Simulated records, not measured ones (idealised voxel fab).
This section sets out a process module, namely voxel fin reveal.
165 nm wide, 5 nm square cells: that's cross-section cut.
If you're reading a cross-section in this doc, picture square cells in a grid; it comes to you as bands, top ones listed first down to the bottom, and a band can be one or more rows of cells. This entry defines a band. It first specifies the height of the band's top and the height of its bottom in nm, and then specifies the band's materials from left to right, stating each material with its width in nm. The word "all across" identifies a single material that fills the band from edge to edge, while the word "empty" identifies empty space. Zero point of the height axis is 0; under it, received wafer = one material. Lowest band: continues down indefinitely, "0 nm and below". Width spec "30 to 40" -> top row of cells at first value, bottom row at second value, equal per-row change in between. The designation "stayed the same", where it is given for a processing step, indicates that no cell of the cross-section was altered in the course of that step. You'll see "Closed internal cavities" listing empty spaces that have no way open to the top, as long as they're 8 cells or more; the notation is width x height at distance, where the distance is from the left edge, and all of it is in nm. Anything after a step's settings on that line? It's the simulator's own note about the step. overlay nm: how far to the right of its planned place the mask lay on this masked step (negative: to the left).
Process steps - plan
1. op RECEIVE | material Si
2. op CONFORMAL_DEP | material SiN | thk nm 10
3. op DIRECTIONAL_DEP | material aC | thk nm 10
4. op PATTERN | tone cover | mask id FINS | material resist | width nm 15 | pitch nm 40 | thk nm 25 | overlay nm 0
5. op DIRECTIONAL_ETCH | etch materials aC | depth nm 10
6. op STRIP | etch materials resist
7. op DIRECTIONAL_ETCH | etch materials SiN | depth nm 10
8. op DIRECTIONAL_ETCH | etch materials Si | depth nm 35
9. op STRIP | etch materials aC
10. op OXIDIZE | depth nm 5
11. op FILL_DEP | material SiO2 | thk nm 10
12. op CMP | height nm 10
13. op SELECTIVE_ETCH | etch materials SiO2 | depth nm 35
14. op STRIP | etch materials SiN
15. op CONFORMAL_DEP | material HfO2 | thk nm 5
Shown in cross-section is the wafer as received, that is, as it stands after step 1
- 0 nm and below | Si all across
- Closed internal cavities: none
Result of the module, cross-sectioned: start per above, plan per above, one error in how it was run
- 5 nm to 0 nm | HfO2: 15; empty: 15; HfO2: 25; empty: 15; HfO2: 25; empty: 15; HfO2: 25; empty: 15; HfO2: 15
- 0 nm to -20 nm | Si: 10; HfO2: 5; empty: 15; HfO2: 5; Si: 15; HfO2: 5; empty: 15; HfO2: 5; Si: 15; HfO2: 5; empty: 15; HfO2: 5; Si: 15; HfO2: 5; empty: 15; HfO2: 5; Si: 10
- -20 nm to -25 nm | Si: 10; HfO2: 25; Si: 15; HfO2: 25; Si: 15; HfO2: 25; Si: 15; HfO2: 25; Si: 10
- -25 nm to -40 nm | Si: 10; SiO2: 25; Si: 15; SiO2: 25; Si: 15; SiO2: 25; Si: 15; SiO2: 25; Si: 10
- -40 nm and below | Si all across
- Closed internal cavities: none
Where did the run depart from the plan? step 4 was run on a setting that differed from the plan, and what really ran there is op PATTERN | tone open | mask id FINS | material resist | width nm 15 | pitch nm 40 | thk nm 25 | overlay nm 0
